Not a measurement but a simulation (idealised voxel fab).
The following is a process module called voxel trench capacitor.
Shown is cross-section cut, with a width of 225 nm and square cells of size 5 nm.
The cross-sections in this document take the form of a grid made of square cells. They are written out as bands, in order from top to bottom. Each band consists of one or more rows of cells. Heights first: top, then bottom, in nm. Then materials, left to right, each with a width in nm. "all across" on a single material: fills the band edge to edge. "blank": empty space. Zero point of the height axis is 0; under it, received wafer = one material. Lowest band: continues down indefinitely, "0 nm and below". A width such as "30..40" changes by the same amount from each row of cells to the next, from the band's top row to its bottom row. When a step is marked "nothing was modified", none of the cells in the cross-section changed during that step. Reported under the label "Closed empty spaces" are the empty spaces having no open way to the top and comprising 8 cells or more; the notation for each is width x height at distance, in which the distance is measured from the left edge and all three values are in nm. Post-settings text on a step line: simulator's own remark regarding the step. Steps that use a mask can have "overlay nm" on their line. It says how far the mask sat to the right of where it was meant to be. Negative means to the left. Before/after cross-section pairs, one process step each; after shown to lowest changed band; step and settings beneath. Pairs may be from different runs of this module on the same starting wafer; a pair continues from the one above only where its "Before this step" entry says so.
BEFORE THIS STEP
    0 nm and below = Si all across
    Closed empty spaces: none
AFTER
    10 nm to 0 nm = SiN all across
    Note: structure below 0 unchanged.
    Closed empty spaces: none
For reference, the processing step occurring between the two cross-sections presented above is as follows: CONFORMAL_DEP with material SiN, thk nm 10
Before this step: Please consult the pair immediately above; the cross-section it shows after its step is the state before this step.
AFTER
    10 nm to 0 nm = SiN 80 / blank 15 / SiN 30 / blank 15 / SiN 85
    Note: structure below 0 unchanged.
    Closed empty spaces: none
For reference, the processing step occurring between the two cross-sections presented above is as follows: MASKED_ETCH with tone open, mask id TRENCH, width nm 15, pitch nm 45, etch materials SiN, depth nm 10, overlay nm 0
Before this step: Please consult the pair immediately above; the cross-section it shows after its step is the state before this step.
AFTER
    10 nm to 0 nm = SiN 80 / blank 15 / SiN 30 / blank 15 / SiN 85
    0 nm to -40 nm = Si 80 / blank 15 / Si 30 / blank 15 / Si 85
    Note: structure below -40 unchanged.
    Closed empty spaces: none
For reference, the processing step occurring between the two cross-sections presented above is as follows: MASKED_ETCH with tone open, mask id TRENCH, width nm 15, pitch nm 45, etch materials Si, depth nm 40, overlay nm 0
Before this step: Please consult the pair immediately above; the cross-section it shows after its step is the state before this step.
AFTER
    15 nm to 10 nm = SiO2 85 / blank 5 / SiO2 40 / blank 5 / SiO2 90
    10 nm to 0 nm = SiN 80 / SiO2 5 / blank 5 / SiO2 5 / SiN 30 / SiO2 5 / blank 5 / SiO2 5 / SiN 85
    0 nm to -35 nm = Si 80 / SiO2 5 / blank 5 / SiO2 5 / Si 30 / SiO2 5 / blank 5 / SiO2 5 / Si 85
    -35 nm to -40 nm = Si 80 / SiO2 15 / Si 30 / SiO2 15 / Si 85
    Note: structure below -40 unchanged.
    Closed empty spaces: none
For reference, the processing step occurring between the two cross-sections presented above is as follows: CONFORMAL_DEP with material SiO2, thk nm 5
Before this step: Please consult the pair immediately above; the cross-section it shows after its step is the state before this step.
AFTER
    20 nm to 15 nm = polySi all across
    15 nm to 10 nm = SiO2 85 / polySi 5 / SiO2 40 / polySi 5 / SiO2 90
    10 nm to 0 nm = SiN 80 / SiO2 5 / polySi 5 / SiO2 5 / SiN 30 / SiO2 5 / polySi 5 / SiO2 5 / SiN 85
    0 nm to -35 nm = Si 80 / SiO2 5 / polySi 5 / SiO2 5 / Si 30 / SiO2 5 / polySi 5 / SiO2 5 / Si 85
    Note: structure below -35 unchanged.
    Closed empty spaces: none
For reference, the processing step occurring between the two cross-sections presented above is as follows: FILL_DEP with material polySi, thk nm 5
Before this step: Please consult the pair immediately above; the cross-section it shows after its step is the state before this step.
AFTER
    10 nm to 0 nm = SiN 80 / SiO2 5 / polySi 5 / SiO2 5 / SiN 30 / SiO2 5 / polySi 5 / SiO2 5 / SiN 85
    Note: structure below 0 unchanged.
    Closed empty spaces: none
For reference, the processing step occurring between the two cross-sections presented above is as follows: CMP with height nm 10
BEFORE THIS STEP
    0 nm and below = Si all across
    Closed empty spaces: none
AFTER
    0 nm to -40 nm = Si 80 / blank 15 / Si 30 / blank 15 / Si 85
    Note: structure below -40 unchanged.
    Closed empty spaces: none
For reference, the processing step occurring between the two cross-sections presented above is as follows: MASKED_ETCH with tone open, mask id TRENCH, width nm 15, pitch nm 45, etch materials Si, depth nm 40, overlay nm 0
Before this step: Please consult the pair immediately above; the cross-section it shows after its step is the state before this step.
AFTER
    5 nm to 0 nm = SiO2 85 / blank 5 / SiO2 40 / blank 5 / SiO2 90
    0 nm to -35 nm = Si 80 / SiO2 5 / blank 5 / SiO2 5 / Si 30 / SiO2 5 / blank 5 / SiO2 5 / Si 85
    -35 nm to -40 nm = Si 80 / SiO2 15 / Si 30 / SiO2 15 / Si 85
    Note: structure below -40 unchanged.
    Closed empty spaces: none
For reference, the processing step occurring between the two cross-sections presented above is as follows: CONFORMAL_DEP with material SiO2, thk nm 5
Before this step: Please consult the pair immediately above; the cross-section it shows after its step is the state before this step.
AFTER
    10 nm to 5 nm = polySi all across
    5 nm to 0 nm = SiO2 85 / polySi 5 / SiO2 40 / polySi 5 / SiO2 90
    0 nm to -35 nm = Si 80 / SiO2 5 / polySi 5 / SiO2 5 / Si 30 / SiO2 5 / polySi 5 / SiO2 5 / Si 85
    Note: structure below -35 unchanged.
    Closed empty spaces: none
For reference, the processing step occurring between the two cross-sections presented above is as follows: FILL_DEP with material polySi, thk nm 5
BEFORE THIS STEP
    10 nm to 0 nm = SiN 80 / blank 15 / SiN 30 / blank 15 / SiN 85
    0 nm to -40 nm = Si 80 / blank 15 / Si 30 / blank 15 / Si 85
    -40 nm and below = Si all across
    Closed empty spaces: none
AFTER
    10 nm to 0 nm = SiN 80 / blank 15 / SiN 30 / blank 15 / SiN 85
    0 nm to -80 nm = Si 80 / blank 15 / Si 30 / blank 15 / Si 85
    Note: structure below -80 unchanged.
    Closed empty spaces: none
For reference, the processing step occurring between the two cross-sections presented above is as follows: MASKED_ETCH with tone open, mask id TRENCH, width nm 15, pitch nm 45, etch materials Si, depth nm 40, overlay nm 0
Before this step: Please consult the pair immediately above; the cross-section it shows after its step is the state before this step.
AFTER
    15 nm to 10 nm = SiO2 85 / blank 5 / SiO2 40 / blank 5 / SiO2 90
    10 nm to 0 nm = SiN 80 / SiO2 5 / blank 5 / SiO2 5 / SiN 30 / SiO2 5 / blank 5 / SiO2 5 / SiN 85
    0 nm to -75 nm = Si 80 / SiO2 5 / blank 5 / SiO2 5 / Si 30 / SiO2 5 / blank 5 / SiO2 5 / Si 85
    -75 nm to -80 nm = Si 80 / SiO2 15 / Si 30 / SiO2 15 / Si 85
    Note: structure below -80 unchanged.
    Closed empty spaces: none
For reference, the processing step occurring between the two cross-sections presented above is as follows: CONFORMAL_DEP with material SiO2, thk nm 5
Before this step: Please consult the pair immediately above; the cross-section it shows after its step is the state before this step.
AFTER
    20 nm to 15 nm = polySi all across
    15 nm to 10 nm = SiO2 85 / polySi 5 / SiO2 40 / polySi 5 / SiO2 90
    10 nm to 0 nm = SiN 80 / SiO2 5 / polySi 5 / SiO2 5 / SiN 30 / SiO2 5 / polySi 5 / SiO2 5 / SiN 85
    0 nm to -75 nm = Si 80 / SiO2 5 / polySi 5 / SiO2 5 / Si 30 / SiO2 5 / polySi 5 / SiO2 5 / Si 85
    Note: structure below -75 unchanged.
    Closed empty spaces: none
For reference, the processing step occurring between the two cross-sections presented above is as follows: FILL_DEP with material polySi, thk nm 5
Before this step: Please consult the pair immediately above; the cross-section it shows after its step is the state before this step.
AFTER
    10 nm to 0 nm = SiN 80 / SiO2 5 / polySi 5 / SiO2 5 / SiN 30 / SiO2 5 / polySi 5 / SiO2 5 / SiN 85
    Note: structure below 0 unchanged.
    Closed empty spaces: none
For reference, the processing step occurring between the two cross-sections presented above is as follows: CMP with height nm 10
BEFORE THIS STEP
    20 nm to 15 nm = polySi all across
    15 nm to 10 nm = SiO2 85 / polySi 5 / SiO2 40 / polySi 5 / SiO2 90
    10 nm to 0 nm = SiN 80 / SiO2 5 / polySi 5 / SiO2 5 / SiN 30 / SiO2 5 / polySi 5 / SiO2 5 / SiN 85
    0 nm to -35 nm = Si 80 / SiO2 5 / polySi 5 / SiO2 5 / Si 30 / SiO2 5 / polySi 5 / SiO2 5 / Si 85
    -35 nm to -40 nm = Si 80 / SiO2 15 / Si 30 / SiO2 15 / Si 85
    -40 nm and below = Si all across
    Closed empty spaces: none
AFTER
    0 nm to -35 nm = Si 80 / SiO2 5 / polySi 5 / SiO2 5 / Si 30 / SiO2 5 / polySi 5 / SiO2 5 / Si 85
    Note: structure below -35 unchanged.
    Closed empty spaces: none
For reference, the processing step occurring between the two cross-sections presented above is as follows: CMP with height nm 0
BEFORE THIS STEP
    10 nm to 0 nm = SiN all across
    0 nm and below = Si all across
    Closed empty spaces: none
AFTER
    10 nm to 0 nm = SiN 80 / blank 20 / SiN 25 / blank 20 / SiN 80
    Note: structure below 0 unchanged.
    Closed empty spaces: none
For reference, the processing step occurring between the two cross-sections presented above is as follows: MASKED_ETCH with tone open, mask id TRENCH, width nm 20, pitch nm 45, etch materials SiN, depth nm 10, overlay nm 0
Before this step: Please consult the pair immediately above; the cross-section it shows after its step is the state before this step.
AFTER
    10 nm to 0 nm = SiN 80 / blank 20 / SiN 25 / blank 20 / SiN 80
    0 nm to -40 nm = Si 80 / blank 15 / Si 30 / blank 15 / Si 85
    Note: structure below -40 unchanged.
    Closed empty spaces: none
For reference, the processing step occurring between the two cross-sections presented above is as follows: MASKED_ETCH with tone open, mask id TRENCH, width nm 15, pitch nm 45, etch materials Si, depth nm 40, overlay nm 0
Before this step: Please consult the pair immediately above; the cross-section it shows after its step is the state before this step.
AFTER
    15 nm to 10 nm = SiO2 85 / blank 10 / SiO2 35 / blank 10 / SiO2 85
    10 nm to 0 nm = SiN 80 / SiO2 5 / blank 10..5 / SiO2 5..10 / SiN 25 / SiO2 5 / blank 10..5 / SiO2 5..10 / SiN 80
    0 nm to -35 nm = Si 80 / SiO2 5 / blank 5 / SiO2 5 / Si 30 / SiO2 5 / blank 5 / SiO2 5 / Si 85
    -35 nm to -40 nm = Si 80 / SiO2 15 / Si 30 / SiO2 15 / Si 85
    Note: structure below -40 unchanged.
    Closed empty spaces: none
For reference, the processing step occurring between the two cross-sections presented above is as follows: CONFORMAL_DEP with material SiO2, thk nm 5
Before this step: Please consult the pair immediately above; the cross-section it shows after its step is the state before this step.
AFTER
    20 nm to 15 nm = polySi all across
    15 nm to 10 nm = SiO2 85 / polySi 10 / SiO2 35 / polySi 10 / SiO2 85
    10 nm to 0 nm = SiN 80 / SiO2 5 / polySi 10..5 / SiO2 5..10 / SiN 25 / SiO2 5 / polySi 10..5 / SiO2 5..10 / SiN 80
    0 nm to -35 nm = Si 80 / SiO2 5 / polySi 5 / SiO2 5 / Si 30 / SiO2 5 / polySi 5 / SiO2 5 / Si 85
    Note: structure below -35 unchanged.
    Closed empty spaces: none
For reference, the processing step occurring between the two cross-sections presented above is as follows: FILL_DEP with material polySi, thk nm 5
Before this step: Please consult the pair immediately above; the cross-section it shows after its step is the state before this step.
AFTER
    10 nm to 0 nm = SiN 80 / SiO2 5 / polySi 10..5 / SiO2 5..10 / SiN 25 / SiO2 5 / polySi 10..5 / SiO2 5..10 / SiN 80
    Note: structure below 0 unchanged.
    Closed empty spaces: none
For reference, the processing step occurring between the two cross-sections presented above is as follows: CMP with height nm 10
BEFORE THIS STEP
    10 nm to 0 nm = SiN 80 / blank 15 / SiN 30 / blank 15 / SiN 85
    0 nm and below = Si all across
    Closed empty spaces: none
AFTER
    10 nm to 0 nm = SiN 80 / blank 15 / SiN 30 / blank 15 / SiN 85
    0 nm to -40 nm = Si 80 / blank 10 / Si 35 / blank 10 / Si 90
    Note: structure below -40 unchanged.
    Closed empty spaces: none
For reference, the processing step occurring between the two cross-sections presented above is as follows: MASKED_ETCH with tone open, mask id TRENCH, width nm 15, pitch nm 45, etch materials Si, depth nm 40, overlay nm -5
Before this step: Please consult the pair immediately above; the cross-section it shows after its step is the state before this step.
AFTER
    15 nm to 10 nm = SiO2 85 / blank 5 / SiO2 40 / blank 5 / SiO2 90
    10 nm to 5 nm = SiN 80 / SiO2 5 / blank 5 / SiO2 5 / SiN 30 / SiO2 5 / blank 5 / SiO2 5 / SiN 85
    5 nm to 0 nm = SiN 80 / SiO2 15 / SiN 30 / SiO2 15 / SiN 85
    0 nm to -40 nm = Si 80 / SiO2 10 / Si 35 / SiO2 10 / Si 90
    Note: structure below -40 unchanged.
    Closed empty spaces: none
For reference, the processing step occurring between the two cross-sections presented above is as follows: CONFORMAL_DEP with material SiO2, thk nm 5
Before this step: Please consult the pair immediately above; the cross-section it shows after its step is the state before this step.
AFTER
    20 nm to 15 nm = polySi all across
    15 nm to 10 nm = SiO2 85 / polySi 5 / SiO2 40 / polySi 5 / SiO2 90
    10 nm to 5 nm = SiN 80 / SiO2 5 / polySi 5 / SiO2 5 / SiN 30 / SiO2 5 / polySi 5 / SiO2 5 / SiN 85
    Note: structure below 5 unchanged.
    Closed empty spaces: none
For reference, the processing step occurring between the two cross-sections presented above is as follows: FILL_DEP with material polySi, thk nm 5
Before this step: Please consult the pair immediately above; the cross-section it shows after its step is the state before this step.
AFTER
    10 nm to 5 nm = SiN 80 / SiO2 5 / polySi 5 / SiO2 5 / SiN 30 / SiO2 5 / polySi 5 / SiO2 5 / SiN 85
    Note: structure below 5 unchanged.
    Closed empty spaces: none
For reference, the processing step occurring between the two cross-sections presented above is as follows: CMP with height nm 10
BEFORE THIS STEP
    15 nm to 10 nm = SiO2 85 / blank 5 / SiO2 40 / blank 5 / SiO2 90
    10 nm to 0 nm = SiN 80 / SiO2 5 / blank 5 / SiO2 5 / SiN 30 / SiO2 5 / blank 5 / SiO2 5 / SiN 85
    0 nm to -35 nm = Si 80 / SiO2 5 / blank 5 / SiO2 5 / Si 30 / SiO2 5 / blank 5 / SiO2 5 / Si 85
    -35 nm to -40 nm = Si 80 / SiO2 15 / Si 30 / SiO2 15 / Si 85
    -40 nm and below = Si all across
    Closed empty spaces: none
AFTER
    20 nm to 15 nm = SiN all across
    15 nm to 10 nm = SiO2 85 / SiN 5 / SiO2 40 / SiN 5 / SiO2 90
    10 nm to 0 nm = SiN 80 / SiO2 5 / SiN 5 / SiO2 5 / SiN 30 / SiO2 5 / SiN 5 / SiO2 5 / SiN 85
    0 nm to -35 nm = Si 80 / SiO2 5 / SiN 5 / SiO2 5 / Si 30 / SiO2 5 / SiN 5 / SiO2 5 / Si 85
    Note: structure below -35 unchanged.
    Closed empty spaces: none
For reference, the processing step occurring between the two cross-sections presented above is as follows: FILL_DEP with material SiN, thk nm 5
Before this step: Please consult the pair immediately above; the cross-section it shows after its step is the state before this step.
AFTER
    10 nm to 0 nm = SiN 80 / SiO2 5 / SiN 5 / SiO2 5 / SiN 30 / SiO2 5 / SiN 5 / SiO2 5 / SiN 85
    Note: structure below 0 unchanged.
    Closed empty spaces: none
For reference, the processing step occurring between the two cross-sections presented above is as follows: CMP with height nm 10
BEFORE THIS STEP
    10 nm to 0 nm = SiN all across
    0 nm and below = Si all across
    Closed empty spaces: none
AFTER
    10 nm to 0 nm = blank 80 / SiN 15 / blank 30 / SiN 15 / blank 85
    Note: structure below 0 unchanged.
    Closed empty spaces: none
For reference, the processing step occurring between the two cross-sections presented above is as follows: MASKED_ETCH with tone cover, mask id TRENCH, width nm 15, pitch nm 45, etch materials SiN, depth nm 10, overlay nm 0
Before this step: Please consult the pair immediately above; the cross-section it shows after its step is the state before this step.
AFTER
    15 nm to 10 nm = blank 75 / SiO2 25 / blank 20 / SiO2 25 / blank 80
    10 nm to 5 nm = blank 75 / SiO2 5 / SiN 15 / SiO2 5 / blank 20 / SiO2 5 / SiN 15 / SiO2 5 / blank 80
    5 nm to 0 nm = SiO2 80 / SiN 15 / SiO2 30 / SiN 15 / SiO2 85
    Note: structure below 0 unchanged.
    Closed empty spaces: none
For reference, the processing step occurring between the two cross-sections presented above is as follows: CONFORMAL_DEP with material SiO2, thk nm 5
Before this step: Please consult the pair immediately above; the cross-section it shows after its step is the state before this step.
AFTER
    20 nm to 15 nm = polySi all across
    15 nm to 10 nm = polySi 75 / SiO2 25 / polySi 20 / SiO2 25 / polySi 80
    10 nm to 5 nm = polySi 75 / SiO2 5 / SiN 15 / SiO2 5 / polySi 20 / SiO2 5 / SiN 15 / SiO2 5 / polySi 80
    Note: structure below 5 unchanged.
    Closed empty spaces: none
For reference, the processing step occurring between the two cross-sections presented above is as follows: FILL_DEP with material polySi, thk nm 5
Before this step: Please consult the pair immediately above; the cross-section it shows after its step is the state before this step.
AFTER
    10 nm to 5 nm = polySi 75 / SiO2 5 / SiN 15 / SiO2 5 / polySi 20 / SiO2 5 / SiN 15 / SiO2 5 / polySi 80
    Note: structure below 5 unchanged.
    Closed empty spaces: none
For reference, the processing step occurring between the two cross-sections presented above is as follows: CMP with height nm 10
